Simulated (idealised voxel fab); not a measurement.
The name of this process module is voxel air gaps.
The cross-section on display is named cut; it measures 215 nm wide, and its cells are 5 nm squares.
Cross-section spec: square-cell grid; bands listed top down; each band is one or more rows. Band entry format. Leading values: height of top, height of bottom, nm. Remainder: materials in left-to-right order, each with its width in nm. Special words: "everywhere" on a single material, which then fills the band edge to edge; "empty", empty space. Note: height 0 marks the level under which the wafer is uniformly one material as received. Lowest band unbounded below, written "from 0 down". The notation "30..40" denotes a width that varies across the rows of cells in the band, beginning at the first number in the top row, finishing at the second number in the bottom row, and changing by an identical amount from each row to the next. Take "all unchanged" at face value: in the step it is given for, the cross-section changed in none of its cells. "Unvented internal voids" lists enclosed empty spaces (at least 8 cells, no open path upward to the top), each as width x height at distance from the left edge, in nm. Step line, after settings: the simulator's comment on this step. Regarding "overlay nm": on a step with a mask, it is the distance the mask lay to the right of its planned place; a negative value places it to the left.
The process steps that were planned are listed below:
1: RECEIVE (material Si)
2: CONFORMAL_DEP (material SiO2; thk nm 10)
3: CONFORMAL_DEP (material SiCN; thk nm 5)
4: DIRECTIONAL_DEP (material lowk; thk nm 40)
5: DIRECTIONAL_DEP (material aC; thk nm 10)
6: PATTERN (tone open; mask id LINES; material resist; width nm 20; pitch nm 50; thk nm 30; overlay nm 0)
7: DIRECTIONAL_ETCH (etch materials aC; depth nm 10)
8: STRIP (etch materials resist)
9: DIRECTIONAL_ETCH (etch materials lowk; depth nm 40)
10: STRIP (etch materials aC)
11: CONFORMAL_DEP (material TiN; thk nm 5)
12: FILL_DEP (material Cu; thk nm 5)
13: CMP (height nm 55)
14: EPI (material Ru; thk nm 10)
15: SELECTIVE_ETCH (etch materials lowk; depth nm 50)
16: CONFORMAL_DEP (material SiCN; thk nm 5)
As received (post step 1): cross-section:
  from 0 down  Si everywhere
  Unvented internal voids: none
Below is the wafer in cross-section after the module was completed. It began from the starting point shown above and followed the plan shown above, except that one mistake was made while running it:
  from 75 to 70  SiCN everywhere
  from 70 to 60  Ru everywhere
  from 60 to 55  TiN 50 / Cu 10 / TiN 40 / Cu 10 / TiN 40 / Cu 10 / TiN 55
  from 55 to 20  lowk 45 / TiN 5 / Cu 10 / TiN 5 / lowk 30 / TiN 5 / Cu 10 / TiN 5 / lowk 30 / TiN 5 / Cu 10 / TiN 5 / lowk 50
  from 20 to 15  lowk 45 / TiN 20 / lowk 30 / TiN 20 / lowk 30 / TiN 20 / lowk 50
  from 15 to 10  SiCN everywhere
  from 10 to 0  SiO2 everywhere
  from 0 down  Si everywhere
  Unvented internal voids: none
Run error: off-plan run, step 13, actual operation and settings CMP (height nm 60)
